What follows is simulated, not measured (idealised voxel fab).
The document below concerns the process module designated voxel ribs on slabs.
The cross-section shown here is cut; it is 155 nm wide and divided into square cells measuring 5 nm on a side.
Square cells in a grid make up a cross-section in this document, and the grid is given as bands, listed from the top down, each one or more rows of cells.
Quick guide to a band line: top height, bottom height (nm) up front; then every material left to right with its width in nm. Only one material and it's marked "everywhere"? Then it fills the band edge to edge. And "blank" just means empty space.
Heights are expressed relative to 0, this being the level below which the as-received wafer comprises one material exclusively. The lowest band is unbounded in the downward direction and is denoted as in "0..down".
It should be noted that a width expressed as "30->40" varies in equal increments from row to row of cells within the band, taking the value of the first number at the top row and that of the second number at the bottom row.
The designation "nothing changed", where it is given for a processing step, indicates that no cell of the cross-section was altered in the course of that step.
The list in "Non-vented voids" covers empty spaces of 8 cells or more that cannot reach the top through any open way, and it gives each as width x height at distance; the distance is from the left edge, and width, height and distance are in nm.
Formally, on a step line, whatever follows the settings is a remark that the simulator itself makes on the step.
overlay nm: mask offset rightward from planned place, masked step; negative means leftward offset.
-- Steps in the process plan
1. RECEIVE [material Si]
2. DIRECTIONAL_DEP [material SiO2] [thk nm 20]
3. DIRECTIONAL_DEP [material SiN] [thk nm 15]
4. DIRECTIONAL_DEP [material aC] [thk nm 10]
5. PATTERN [tone cover] [mask id RIB] [material resist] [width nm 30] [thk nm 30] [overlay nm 0]
6. DIRECTIONAL_ETCH [etch materials aC] [depth nm 10]
7. STRIP [etch materials resist]
8. DIRECTIONAL_ETCH [etch materials SiN] [depth nm 10]
9. STRIP [etch materials aC]
10. DIRECTIONAL_DEP [material aC] [thk nm 15]
11. PATTERN [tone cover] [mask id SLAB] [material resist] [width nm 90] [thk nm 35] [overlay nm 0]
12. DIRECTIONAL_ETCH [etch materials aC] [depth nm 15]
13. STRIP [etch materials resist]
14. DIRECTIONAL_ETCH [etch materials SiN] [depth nm 5]
15. STRIP [etch materials aC]
16. FILL_DEP [material SiO2] [thk nm 25]
17. CMP [height nm 50]
18. DIRECTIONAL_DEP [material W] [thk nm 10]
19. DIRECTIONAL_DEP [material aC] [thk nm 15]
20. PATTERN [tone cover] [mask id HEATER] [material resist] [width nm 40] [thk nm 35] [overlay nm 0]
21. DIRECTIONAL_ETCH [etch materials aC] [depth nm 15]
22. STRIP [etch materials resist]
23. DIRECTIONAL_ETCH [etch materials W] [depth nm 10]
24. STRIP [etch materials aC]
25. CONFORMAL_DEP [material SiN] [thk nm 10]
-- as received, after step 1
> 0..down = Si everywhere
> Non-vented voids: none
-- Cross-section, first of two wafers, end of module, run as planned
> 70..60 = blank: 45, SiN: 60, blank: 50
> 60..50 = SiN: 55, W: 40, SiN: 60
> 50..35 = SiO2 everywhere
> 35..25 = SiO2: 60, SiN: 30, SiO2: 65
> 25..20 = SiO2: 30, SiN: 90, SiO2: 35
> 20..0 = SiO2 everywhere
> 0..down = Si everywhere
> Non-vented voids: none
-- Cross-section, second wafer: same start as the first, same plan as the first, one mistake in running it; taken at the end of the module
> 60..50 = blank: 55, W: 40, blank: 60
> 50..35 = SiO2 everywhere
> 35..25 = SiO2: 60, SiN: 30, SiO2: 65
> 25..20 = SiO2: 30, SiN: 90, SiO2: 35
> 20..0 = SiO2 everywhere
> 0..down = Si everywhere
> Non-vented voids: none
What was done differently from what was planned? no execution of plan step 25; skipped
Wrapping up, a cell-based count of both wafers puts the second over or under the first for these materials: SiN: 70 fewer
